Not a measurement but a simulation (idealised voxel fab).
Process module name: voxel trench capacitor
We display cut, a cross-section 145 nm in width whose square cells are each 5 nm.
In what follows, cross-sections appear as grids of square cells, described through bands that run from the top down, where every band is one or more rows of cells.
Per band: top height and bottom height in nm, followed by the left-to-right materials and their widths in nm; "everywhere" marks a single material spanning edge to edge, "empty" marks empty space.
Heads up on the height convention: 0 is the point under which the incoming wafer is all one material, and the lowest band has no bottom, it just keeps going down, like "0..down".
Width spec "30..40" -> top row of cells at first value, bottom row at second value, equal per-row change in between.
Reading "left unchanged" for a step: not a cell of the cross-section changed in it.
This entry, "Enclosed void catalog", enumerates those empty regions of no fewer than 8 cells that possess no open connection to the top. Each region is reported in the form width x height at distance, the distance being taken from the left edge, with all three quantities expressed in nm.
On a step's line, text after the settings is the simulator commenting on that step.
overlay nm: mask offset rightward from planned place, masked step; negative means leftward offset.

Process steps - plan:
1 RECEIVE (material Si)
2 CONFORMAL_DEP (material SiN; thk nm 5)
3 DIRECTIONAL_DEP (material aC; thk nm 15)
4 PATTERN (tone open; mask id TRENCH; material resist; width nm 20; pitch nm 35; thk nm 35; overlay nm 0)
5 DIRECTIONAL_ETCH (etch materials aC; depth nm 15)
6 STRIP (etch materials resist)
7 DIRECTIONAL_ETCH (etch materials SiN; depth nm 5)
8 DIRECTIONAL_ETCH (etch materials Si; depth nm 35)
9 STRIP (etch materials aC)
10 CONFORMAL_DEP (material SiO2; thk nm 5)
11 FILL_DEP (material polySi; thk nm 10)
12 CMP (height nm 5)

Cross-section: wafer on arrival = after step 1:
0..down = Si everywhere
Enclosed void catalog: none

What the wafer looks like in cross-section after this module, when it starts as shown above and follows the plan above but one mistake is made in running it:
20..10 = polySi everywhere
10..5 = 50 nm SiO2 | 10 nm polySi | 25 nm SiO2 | 10 nm polySi | 50 nm SiO2
5..0 = 45 nm SiN | 5 nm SiO2 | 10 nm polySi | 5 nm SiO2 | 15 nm SiN | 5 nm SiO2 | 10 nm polySi | 5 nm SiO2 | 45 nm SiN
0..-30 = 45 nm Si | 5 nm SiO2 | 10 nm polySi | 5 nm SiO2 | 15 nm Si | 5 nm SiO2 | 10 nm polySi | 5 nm SiO2 | 45 nm Si
-30..-35 = 45 nm Si | 20 nm SiO2 | 15 nm Si | 20 nm SiO2 | 45 nm Si
-35..down = Si everywhere
Enclosed void catalog: none
What broke from the plan during processing? the plan's step 12 went unexecuted, having been skipped
